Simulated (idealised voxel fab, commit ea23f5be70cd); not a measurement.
This is a process module. Its name is voxel wiring stack.
Each square cell in cross-section cut measures 5 nm, and the section as a whole is 210 nm wide.
Heads up, the way a cross-section reads in here is a grid of square cells, handed over as bands from the top down, with every band being one or more rows of cells. The entry gives the band's vertical extent as a top height and a bottom height in nm, then its horizontal make-up as materials from left to right, each with a width in nm. "air" stands for empty space; a single material marked "everywhere" fills the band edge to edge. The reference from which all heights are counted is 0, the level beneath which the as-received wafer is entirely one material; the lowest band, having no lower bound, proceeds downward and is written after the example "0 nm and below". A width given as "30 to 40" starts at the first number in the band's top row and ends at the second number in its bottom row, shifting by an equal amount at every step from row to row. "no change occurred" for a step: no cell of the cross-section changed in that step. Voids not open to the top, 8 cells minimum: see "Completely enclosed voids". Written width x height at distance; distance is from the left edge; nm. If you see something after the settings on a step's line, that's the simulator's own remark about that step. overlay nm, on a step with a mask: how far to the right of its planned place the mask lay; to the left if negative.
Steps planned for the process
1. RECEIVE, material Si
2. CONFORMAL_DEP, material SiO2, thk nm 15
3. DIRECTIONAL_DEP, material TiN, thk nm 5
4. DIRECTIONAL_DEP, material W, thk nm 20
5. MASKED_ETCH, tone cover, mask id METAL_1, width nm 20, pitch nm 35, etch materials W, depth nm 20, overlay nm 0
6. MASKED_ETCH, tone cover, mask id METAL_1, width nm 20, pitch nm 35, etch materials TiN, depth nm 5, overlay nm 0
7. CONFORMAL_DEP, material SiN, thk nm 5
8. FILL_DEP, material SiO2, thk nm 5
9. CMP, height nm 40
10. CONFORMAL_DEP, material SiCN, thk nm 5
11. DIRECTIONAL_DEP, material SiO2, thk nm 35
12. MASKED_ETCH, tone open, mask id METAL_2, width nm 20, pitch nm 35, etch materials SiO2, depth nm 20, overlay nm 0
13. MASKED_ETCH, tone open, mask id METAL_2_HOLES, width nm 15, etch materials SiO2, depth nm 15, overlay nm 0
14. MASKED_ETCH, tone open, mask id METAL_2_HOLES, width nm 15, etch materials SiCN, depth nm 5, overlay nm 0
15. CONFORMAL_DEP, material TiN, thk nm 5
16. FILL_DEP, material Cu, thk nm 5
17. CMP, height nm 80
18. CONFORMAL_DEP, material SiCN, thk nm 5
19. DIRECTIONAL_DEP, material SiO2, thk nm 10
20. MASKED_ETCH, tone open, mask id PLUG_2, width nm 15, pitch nm 35, etch materials SiO2, depth nm 10, overlay nm 0
21. MASKED_ETCH, tone open, mask id PLUG_2, width nm 15, pitch nm 35, etch materials SiCN, depth nm 5, overlay nm 0
22. EPI, material Ru, thk nm 10
23. EPI, material Ru, thk nm 5
24. CONFORMAL_DEP, material SiN, thk nm 5
25. DIRECTIONAL_DEP, material SiO2, thk nm 15
26. PATTERN, tone open, mask id METAL_3, material resist, width nm 20, pitch nm 35, thk nm 20, overlay nm 0
27. DIRECTIONAL_ETCH, etch materials SiO2, depth nm 15
28. DIRECTIONAL_ETCH, etch materials SiN, depth nm 5
29. STRIP, etch materials resist
30. CONFORMAL_DEP, material TiN, thk nm 5
31. FILL_DEP, material W, thk nm 10
32. CMP, height nm 115
33. CONFORMAL_DEP, material SiCN, thk nm 5
34. DIRECTIONAL_DEP, material SiO2, thk nm 35
35. PATTERN, tone open, mask id METAL_4, material resist, width nm 20, pitch nm 35, thk nm 20, overlay nm 0
36. DIRECTIONAL_ETCH, etch materials SiO2, depth nm 20
37. STRIP, etch materials resist
38. DIRECTIONAL_DEP, material aC, thk nm 10
39. PATTERN, tone open, mask id METAL_4_HOLES, material resist, width nm 15, pitch nm 35, thk nm 25, overlay nm 0
40. DIRECTIONAL_ETCH, etch materials aC, depth nm 10
41. STRIP, etch materials resist
42. DIRECTIONAL_ETCH, etch materials SiO2, depth nm 15
43. DIRECTIONAL_ETCH, etch materials SiCN, depth nm 5
44. STRIP, etch materials aC
45. CONFORMAL_DEP, material TiN, thk nm 5
46. FILL_DEP, material Cu, thk nm 10
47. CMP, height nm 155
48. CONFORMAL_DEP, material SiCN, thk nm 5
This is the cross-section of the wafer as we received it, i.e. after step 1
  0 nm and below | Si everywhere
  Completely enclosed voids: none
Cross-sectional view of the first of the two wafers upon completion of the module, processed in accordance with the plan
  160 nm to 155 nm | SiCN everywhere
  155 nm to 140 nm | 75 nm SiO2  5 nm TiN  10 nm Cu  5 nm TiN  15 nm SiO2  5 nm TiN  10 nm Cu  5 nm TiN  80 nm SiO2
  140 nm to 135 nm | 75 nm SiO2  5 nm TiN  5 nm Cu  10 nm TiN  15 nm SiO2  5 nm TiN  5 nm Cu  10 nm TiN  80 nm SiO2
  135 nm to 120 nm | 75 nm SiO2  5 nm TiN  5 nm Cu  5 nm TiN  20 nm SiO2  5 nm TiN  5 nm Cu  5 nm TiN  85 nm SiO2
  120 nm to 115 nm | 75 nm SiCN  15 nm TiN  20 nm SiCN  15 nm TiN  85 nm SiCN
  115 nm to 100 nm | 75 nm SiO2  5 nm TiN  10 nm W  5 nm TiN  15 nm SiO2  5 nm TiN  10 nm W  5 nm TiN  80 nm SiO2
  100 nm to 95 nm | 75 nm SiN  20 nm TiN  15 nm SiN  20 nm TiN  80 nm SiN
  95 nm to 85 nm | 75 nm SiO2  15 nm Ru  20 nm SiO2  15 nm Ru  85 nm SiO2
  85 nm to 80 nm | 75 nm SiCN  15 nm Ru  20 nm SiCN  15 nm Ru  85 nm SiCN
  80 nm to 65 nm | 75 nm SiO2  5 nm TiN  10 nm Cu  5 nm TiN  15 nm SiO2  5 nm TiN  10 nm Cu  5 nm TiN  80 nm SiO2
  65 nm to 60 nm | 75 nm SiO2  5 nm TiN  5 nm Cu  10 nm TiN  15 nm SiO2  20 nm TiN  80 nm SiO2
  60 nm to 45 nm | 75 nm SiO2  5 nm TiN  5 nm Cu  5 nm TiN  120 nm SiO2
  45 nm to 40 nm | 75 nm SiCN  15 nm TiN  120 nm SiCN
  40 nm to 20 nm | 70 nm SiO2  5 nm SiN  20 nm W  5 nm SiN  5 nm SiO2  5 nm SiN  20 nm W  5 nm SiN  75 nm SiO2
  20 nm to 15 nm | 75 nm SiN  20 nm TiN  15 nm SiN  20 nm TiN  80 nm SiN
  15 nm to 0 nm | SiO2 everywhere
  0 nm and below | Si everywhere
  Completely enclosed voids: none
Now the second wafer, cross-sectioned at the end of the module. Nothing different at the start, nothing different in the plan compared with the first, just one mistake when it was actually run
  160 nm to 155 nm | SiCN everywhere
  155 nm to 140 nm | 75 nm SiO2  5 nm TiN  10 nm Cu  5 nm TiN  15 nm SiO2  5 nm TiN  10 nm Cu  5 nm TiN  80 nm SiO2
  140 nm to 135 nm | 75 nm SiO2  5 nm TiN  5 nm Cu  10 nm TiN  15 nm SiO2  5 nm TiN  5 nm Cu  10 nm TiN  80 nm SiO2
  135 nm to 120 nm | 75 nm SiO2  5 nm TiN  5 nm Cu  5 nm TiN  20 nm SiO2  5 nm TiN  5 nm Cu  5 nm TiN  85 nm SiO2
  120 nm to 115 nm | 75 nm SiCN  15 nm TiN  20 nm SiCN  15 nm TiN  85 nm SiCN
  115 nm to 100 nm | 75 nm SiO2  5 nm TiN  10 nm W  5 nm TiN  15 nm SiO2  5 nm TiN  10 nm W  5 nm TiN  80 nm SiO2
  100 nm to 95 nm | 75 nm SiN  20 nm TiN  15 nm SiN  20 nm TiN  80 nm SiN
  95 nm to 85 nm | 75 nm SiO2  15 nm Ru  20 nm SiO2  15 nm Ru  85 nm SiO2
  85 nm to 80 nm | 75 nm SiCN  15 nm Ru  20 nm SiCN  15 nm Ru  85 nm SiCN
  80 nm to 65 nm | 75 nm SiO2  5 nm TiN  10 nm Cu  5 nm TiN  15 nm SiO2  5 nm TiN  10 nm Cu  5 nm TiN  80 nm SiO2
  65 nm to 60 nm | 75 nm SiO2  5 nm TiN  5 nm Cu  10 nm TiN  15 nm SiO2  20 nm TiN  80 nm SiO2
  60 nm to 45 nm | 75 nm SiO2  5 nm TiN  5 nm Cu  5 nm TiN  120 nm SiO2
  45 nm to 40 nm | 75 nm SiCN  15 nm TiN  120 nm SiCN
  40 nm to 25 nm | 75 nm W  5 nm SiN  10 nm SiO2  5 nm SiN  15 nm W  5 nm SiN  10 nm SiO2  5 nm SiN  80 nm W
  25 nm to 20 nm | 75 nm W  20 nm SiN  15 nm W  20 nm SiN  80 nm W
  20 nm to 15 nm | TiN everywhere
  15 nm to 0 nm | SiO2 everywhere
  0 nm and below | Si everywhere
  Completely enclosed voids: none
Run error: step 5, actual vs plan mismatch, actual run MASKED_ETCH, tone open, mask id METAL_1, width nm 20, pitch nm 35, etch materials W, depth nm 20, overlay nm 0
Wrapping up, a cell-based count of both wafers puts the second over or under the first for these materials: SiN: 30 fewer, SiO2: 108 fewer, TiN: 34 more, W: 104 more
